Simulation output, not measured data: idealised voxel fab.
Title: Process Module voxel self aligned vias
The cross-section on display is named cut; it measures 230 nm wide, and its cells are 5 nm squares.
Cross-section = grid of square cells, listed top down in bands; band = one or more rows. First you get the band's top height and its bottom height, in nm, and then the materials it's made of, left to right, with each width in nm. If you see a single material with "everywhere", that one covers the band edge to edge. "empty" is empty space. All heights in this document are referenced to 0, defined as the level beneath which the wafer, as received, consists entirely of one material. The lowest band is not bounded below; it extends indefinitely downward and is written in the form "0 down". With a width like "30 to 40", each row of cells in the band differs from the next by the same amount, the top row carrying the first number and the bottom row the second. No cell of the cross-section changed in a step that is given as "identical to before". Empty spaces without an open route to the top, at least 8 cells in extent, make up the entry "Sealed void list"; each is given as width x height at distance, where the distance is measured from the left edge, and all are in nm. If you see something after the settings on a step's line, that's the simulator's own remark about that step. "overlay nm" answers the question of how far to the right of plan the mask lay on a step that has a mask, and when it is negative the answer is to the left.
-- List of planned process steps
step 1: RECEIVE with material Si
step 2: CONFORMAL_DEP with material SiO2, thk nm 10
step 3: CONFORMAL_DEP with material SiCN, thk nm 5
step 4: DIRECTIONAL_DEP with material SiO2, thk nm 25
step 5: PATTERN with tone open, mask id LINES, material resist, width nm 20, pitch nm 55, thk nm 20, overlay nm 0
step 6: DIRECTIONAL_ETCH with etch materials SiO2, depth nm 25
step 7: STRIP with etch materials resist
step 8: CONFORMAL_DEP with material TiN, thk nm 5
step 9: FILL_DEP with material W, thk nm 5
step 10: CMP with height nm 40
step 11: SELECTIVE_ETCH with etch materials W Ru TiN, depth nm 10
step 12: FILL_DEP with material SiN, thk nm 10
step 13: CMP with height nm 40
step 14: DIRECTIONAL_DEP with material SiO2, thk nm 20
step 15: DIRECTIONAL_DEP with material aC, thk nm 15
step 16: PATTERN with tone open, mask id VIAS, material resist, width nm 40, pitch nm 55, thk nm 30, overlay nm 0
step 17: DIRECTIONAL_ETCH with etch materials aC, depth nm 15
step 18: STRIP with etch materials resist
step 19: DIRECTIONAL_ETCH with etch materials SiO2, depth nm 20
step 20: DIRECTIONAL_ETCH with etch materials SiN, depth nm 10
step 21: STRIP with etch materials aC
step 22: CONFORMAL_DEP with material TiN, thk nm 5
step 23: FILL_DEP with material Ru, thk nm 5
step 24: CMP with height nm 60
step 25: CONFORMAL_DEP with material SiCN, thk nm 5
-- As received (post step 1): cross-section
	0 down | Si everywhere
	Sealed void list: none
-- Post-module cross-section: identical start and plan to those above, one misstep in execution
	65 to 60 | SiCN everywhere
	60 to 35 | SiO2: 65 / TiN: 5 / Ru: 30 / TiN: 5 / SiO2: 15 / TiN: 5 / Ru: 30 / TiN: 5 / SiO2: 70
	35 to 30 | SiO2: 65 / TiN: 40 / SiO2: 15 / TiN: 40 / SiO2: 70
	30 to 20 | SiO2: 65 / TiN: 15 / W: 10 / TiN: 15 / SiO2: 15 / TiN: 15 / W: 10 / TiN: 15 / SiO2: 70
	20 to 15 | SiO2: 75 / TiN: 20 / SiO2: 35 / TiN: 20 / SiO2: 80
	15 to 10 | SiCN everywhere
	10 to 0 | SiO2 everywhere
	0 down | Si everywhere
	Sealed void list: none
What was the processing mistake? step 19 was run twice
